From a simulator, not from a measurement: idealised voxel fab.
process module | voxel transistor to metal
cross-section cut | 165 nm wide | cells 5 nm
A cross-section is a grid of square cells, given in bands from the top down. A band is one or more rows of cells.
Each band's line starts with the height of the band's top and of its bottom, in nm. Then come its materials from left to right, each with its width in nm. One material with "throughout" fills the band from edge to edge. "air" is empty space.
Height 0 is the level under which the wafer as received is all one material. The lowest band goes on downwards, as in "0 down".
A width such as "30 to 40" changes by the same amount from each row of cells to the next, from the band's top row to its bottom row.
"no change" after a step means that no cell of the cross-section changed.
closed voids: empty space of 8 cells or more with no open way to the top, each as width x height at its distance from the left edge, in nm
after a step's settings: what the simulator itself notes on the step
overlay nm, on a step with a mask: how far to the right of its planned place the mask lay; to the left if negative
plan
1 op RECEIVE | material Si
2 op OXIDIZE | depth nm 5
3 op CONFORMAL_DEP | material SiN | thk nm 10
4 op MASKED_ETCH | tone cover | mask id ACTIVE | width nm 105 | etch materials SiN | depth nm 10 | overlay nm 0
5 op MASKED_ETCH | tone cover | mask id ACTIVE | width nm 105 | etch materials SiO2 | depth nm 5 | overlay nm 0
6 op MASKED_ETCH | tone cover | mask id ACTIVE | width nm 105 | etch materials Si | depth nm 35 | overlay nm 0
7 op FILL_DEP | material SiO2 | thk nm 10
8 op CMP | height nm 10
9 op SELECTIVE_ETCH | etch materials SiO2 | depth nm 5
10 op STRIP | etch materials SiN
11 op SELECTIVE_ETCH | etch materials SiO2 | depth nm 5
12 op OXIDIZE | depth nm 5
13 op DIRECTIONAL_DEP | material polySi | thk nm 20
14 op DIRECTIONAL_DEP | material SiCN | thk nm 10
15 op PATTERN | tone cover | mask id GATE | material resist | width nm 25 | thk nm 20 | overlay nm 0
16 op DIRECTIONAL_ETCH | etch materials SiCN | depth nm 20
17 op DIRECTIONAL_ETCH | etch materials polySi | depth nm 30
18 op STRIP | etch materials resist
19 op CONFORMAL_DEP | material SiN | thk nm 10
20 op DIRECTIONAL_ETCH | etch materials SiN | depth nm 10
21 op DIRECTIONAL_ETCH | etch materials SiO2 | depth nm 5
22 op DIRECTIONAL_ETCH | etch materials Si | depth nm 5
23 op EPI | material nSi | thk nm 10
24 op FILL_DEP | material SiO2 | thk nm 5
25 op CMP | height nm 25
26 op DIRECTIONAL_DEP | material SiO2 | thk nm 15
27 op MASKED_ETCH | tone open | mask id CONTACT | width nm 30 | pitch nm 65 | etch materials SiO2 | depth nm 45 | overlay nm 0
28 op CONFORMAL_DEP | material TiN | thk nm 5
29 op FILL_DEP | material Ru | thk nm 5
30 op CMP | height nm 40
31 op DIRECTIONAL_DEP | material TiN | thk nm 5
32 op DIRECTIONAL_DEP | material W | thk nm 15
33 op DIRECTIONAL_DEP | material aC | thk nm 15
34 op PATTERN | tone cover | mask id METAL_1 | material resist | width nm 20 | pitch nm 75 | thk nm 30 | overlay nm 0
35 op DIRECTIONAL_ETCH | etch materials aC | depth nm 15
36 op STRIP | etch materials resist
37 op DIRECTIONAL_ETCH | etch materials W | depth nm 15
38 op DIRECTIONAL_ETCH | etch materials TiN | depth nm 5
39 op STRIP | etch materials aC
40 op FILL_DEP | material lowk | thk nm 5
41 op CMP | height nm 60
42 op CONFORMAL_DEP | material SiCN | thk nm 5
43 op DIRECTIONAL_DEP | material SiO2 | thk nm 30
44 op MASKED_ETCH | tone open | mask id METAL_2 | width nm 15 | pitch nm 75 | etch materials SiO2 | depth nm 15 | overlay nm 0
45 op MASKED_ETCH | tone open | mask id METAL_2_HOLES | width nm 15 | pitch nm 75 | etch materials SiO2 | depth nm 15 | overlay nm 0
46 op MASKED_ETCH | tone open | mask id METAL_2_HOLES | width nm 15 | pitch nm 75 | etch materials SiCN | depth nm 5 | overlay nm 0
47 op CONFORMAL_DEP | material TiN | thk nm 5
48 op FILL_DEP | material Cu | thk nm 5
49 op CMP | height nm 95
50 op CONFORMAL_DEP | material SiN | thk nm 5
varied across the wafers: width nm of step 44. The plan shows the first wafer's value. All wafers start alike
first wafer as received, after step 1
  0 down: Si throughout
  closed voids: none
first wafer at the end, after step 50
  100 to 95: SiN throughout
  95 to 85: SiO2 35 | TiN 5 | Cu 10 | TiN 5 | SiO2 55 | TiN 5 | Cu 10 | TiN 5 | SiO2 35
  85 to 80: SiO2 35 | TiN 20 | SiO2 55 | TiN 20 | SiO2 35
  80 to 65: SiO2 40 | TiN 10 | SiO2 65 | TiN 10 | SiO2 40
  65 to 60: SiCN 40 | TiN 10 | SiCN 65 | TiN 10 | SiCN 40
  60 to 45: lowk 35 | W 20 | lowk 55 | W 20 | lowk 35
  45 to 40: lowk 35 | TiN 20 | lowk 55 | TiN 20 | lowk 35
  40 to 30: SiO2 35 | TiN 5 | Ru 20 | TiN 5 | SiO2 35 | TiN 5 | Ru 20 | TiN 5 | SiO2 35
  30 to 25: SiO2 35 | TiN 5 | Ru 15 | TiN 10 | SiO2 35 | TiN 10 | Ru 15 | TiN 5 | SiO2 35
  25 to 15: SiO2 35 | TiN 5 | Ru 15 | TiN 5 | SiN 10 | SiCN 25 | SiN 10 | TiN 5 | Ru 15 | TiN 5 | SiO2 35
  15 to 5: SiO2 35 | TiN 5 | Ru 15 | TiN 5 | SiN 10 | polySi 25 | SiN 10 | TiN 5 | Ru 15 | TiN 5 | SiO2 35
  5 to 0: SiO2 35 | TiN 25 | SiN 10 | polySi 25 | SiN 10 | TiN 25 | SiO2 35
  0 to -5: SiO2 25 | SiN 10 | nSi 10 | TiN 5 | nSi 10 | SiN 10 | polySi 25 | SiN 10 | nSi 10 | TiN 5 | nSi 10 | SiN 10 | SiO2 25
  -5 to -10: SiO2 35 | nSi 25 | SiO2 45 | nSi 25 | SiO2 35
  -10 to -15: SiO2 30 | Si 5 | nSi 25 | Si 45 | nSi 25 | Si 5 | SiO2 30
  -15 to -40: SiO2 30 | Si 105 | SiO2 30
  -40 down: Si throughout
  closed voids: none
last wafer at the end
  100 to 95: SiN throughout
  95 to 85: SiO2 30 | TiN 5 | Cu 25 | TiN 5 | SiO2 40 | TiN 5 | Cu 25 | TiN 5 | SiO2 25
  85 to 80: SiO2 30 | TiN 10 | Cu 5 | TiN 20 | SiO2 40 | TiN 10 | Cu 5 | TiN 20 | SiO2 25
  80 to 65: SiO2 35 | TiN 5 | Cu 5 | TiN 5 | SiO2 60 | TiN 5 | Cu 5 | TiN 5 | SiO2 40
  65 to 60: SiCN 35 | TiN 15 | SiCN 60 | TiN 15 | SiCN 40
  60 to 45: lowk 35 | W 20 | lowk 55 | W 20 | lowk 35
  45 to 40: lowk 35 | TiN 20 | lowk 55 | TiN 20 | lowk 35
  40 to 30: SiO2 35 | TiN 5 | Ru 20 | TiN 5 | SiO2 35 | TiN 5 | Ru 20 | TiN 5 | SiO2 35
  30 to 25: SiO2 35 | TiN 5 | Ru 15 | TiN 10 | SiO2 35 | TiN 10 | Ru 15 | TiN 5 | SiO2 35
  25 to 15: SiO2 35 | TiN 5 | Ru 15 | TiN 5 | SiN 10 | SiCN 25 | SiN 10 | TiN 5 | Ru 15 | TiN 5 | SiO2 35
  15 to 5: SiO2 35 | TiN 5 | Ru 15 | TiN 5 | SiN 10 | polySi 25 | SiN 10 | TiN 5 | Ru 15 | TiN 5 | SiO2 35
  5 to 0: SiO2 35 | TiN 25 | SiN 10 | polySi 25 | SiN 10 | TiN 25 | SiO2 35
  0 to -5: SiO2 25 | SiN 10 | nSi 10 | TiN 5 | nSi 10 | SiN 10 | polySi 25 | SiN 10 | nSi 10 | TiN 5 | nSi 10 | SiN 10 | SiO2 25
  -5 to -10: SiO2 35 | nSi 25 | SiO2 45 | nSi 25 | SiO2 35
  -10 to -15: SiO2 30 | Si 5 | nSi 25 | Si 45 | nSi 25 | Si 5 | SiO2 30
  -15 to -40: SiO2 30 | Si 105 | SiO2 30
  -40 down: Si throughout
  closed voids: none
each wafer at the end: cells of each material gained (+) or lost (-) since it was received, then its closed voids
width nm 15 | +8 Cu | +46 Ru | -148 Si | +39 SiCN | +61 SiN | +400 SiO2 | +82 TiN | +24 W | +100 lowk | +28 nSi | +20 polySi | closed voids: none
width nm 20 | +16 Cu | +46 Ru | -148 Si | +37 SiCN | +61 SiN | +394 SiO2 | +82 TiN | +24 W | +100 lowk | +28 nSi | +20 polySi | closed voids: none
width nm 25 | +20 Cu | +46 Ru | -148 Si | +37 SiCN | +61 SiN | +388 SiO2 | +84 TiN | +24 W | +100 lowk | +28 nSi | +20 polySi | closed voids: none
width nm 30 | +24 Cu | +46 Ru | -148 Si | +37 SiCN | +61 SiN | +382 SiO2 | +86 TiN | +24 W | +100 lowk | +28 nSi | +20 polySi | closed voids: none
width nm 35 | +28 Cu | +46 Ru | -148 Si | +37 SiCN | +61 SiN | +376 SiO2 | +88 TiN | +24 W | +100 lowk | +28 nSi | +20 polySi | closed voids: none
